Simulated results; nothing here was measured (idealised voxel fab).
A process module follows: voxel trench capacitor.
Displayed cross-section: cut, width of 255 nm, square cells sized 5 nm.
For the purposes of this document, a cross-section shall be understood as a grid of square cells, specified as bands listed in top-to-bottom order, each band consisting of one or more rows of cells.
The band entry comprises the height of the band's top followed by the height of its bottom, expressed in nm, and subsequently the band's materials from left to right, each stated together with its width in nm. Where a single material is marked with the word "throughout", that material fills the band from edge to edge. The word "blank" represents empty space.
Height is counted from the level 0, under which the received wafer is composed throughout of one material. The lowest of the bands is not closed at the bottom but continues downward, in the notation "from 0 down".
Note: "30..40" means the width goes from the first number (top row of the band) to the second number (bottom row) in equal steps per row of cells.
For the purposes of this document, the phrase "all unchanged" attached to a step denotes that no cell within the cross-section was modified by that step.
"Closed void inventory" contains a list of empty spaces, each no smaller than 8 cells and without an open way to the top, written in the form width x height at distance with the distance from the left edge and all three in nm.
Where a step's line continues beyond its settings, the continuation is a remark by the simulator itself on that step.
A step line may carry the setting "overlay nm", which, for steps involving a mask, states the distance by which the mask lay to the right of its intended position; negative values denote displacement to the left.

List of planned process steps:
1: RECEIVE [material Si]
2: CONFORMAL_DEP [material SiN] [thk nm 10]
3: MASKED_ETCH [tone open] [mask id TRENCH] [width nm 25] [pitch nm 45] [etch materials SiN] [depth nm 10] [overlay nm 0]
4: MASKED_ETCH [tone open] [mask id TRENCH] [width nm 25] [pitch nm 45] [etch materials Si] [depth nm 25] [overlay nm 0]
5: CONFORMAL_DEP [material Al2O3] [thk nm 5]
6: CONFORMAL_DEP [material TiN] [thk nm 5]
7: FILL_DEP [material W] [thk nm 5]
8: CMP [height nm 10]

Cross-section of the wafer upon arrival, representing the state reached after step 1:
* from 0 down | Si throughout
* Closed void inventory: none

Look at the cross-section after the module: the wafer started out the way shown above and the plan was the one shown above, yet one mistake was made along the way:
* from 10 to 0 | SiN=50, Al2O3=5, TiN=10, Al2O3=5, SiN=25, Al2O3=5, TiN=10, Al2O3=5, SiN=25, Al2O3=5, TiN=10, Al2O3=5, SiN=25, Al2O3=5, TiN=10, Al2O3=5, SiN=50
* from 0 to -20 | Si=50, Al2O3=5, TiN=10, Al2O3=5, Si=25, Al2O3=5, TiN=10, Al2O3=5, Si=25, Al2O3=5, TiN=10, Al2O3=5, Si=25, Al2O3=5, TiN=10, Al2O3=5, Si=50
* from -20 to -25 | Si=50, Al2O3=20, Si=25, Al2O3=20, Si=25, Al2O3=20, Si=25, Al2O3=20, Si=50
* from -25 down | Si throughout
* Closed void inventory: none
Plan not followed: step 3 off recipe, ran as MASKED_ETCH [tone open] [mask id TRENCH] [width nm 20] [pitch nm 45] [etch materials SiN] [depth nm 10] [overlay nm 0]
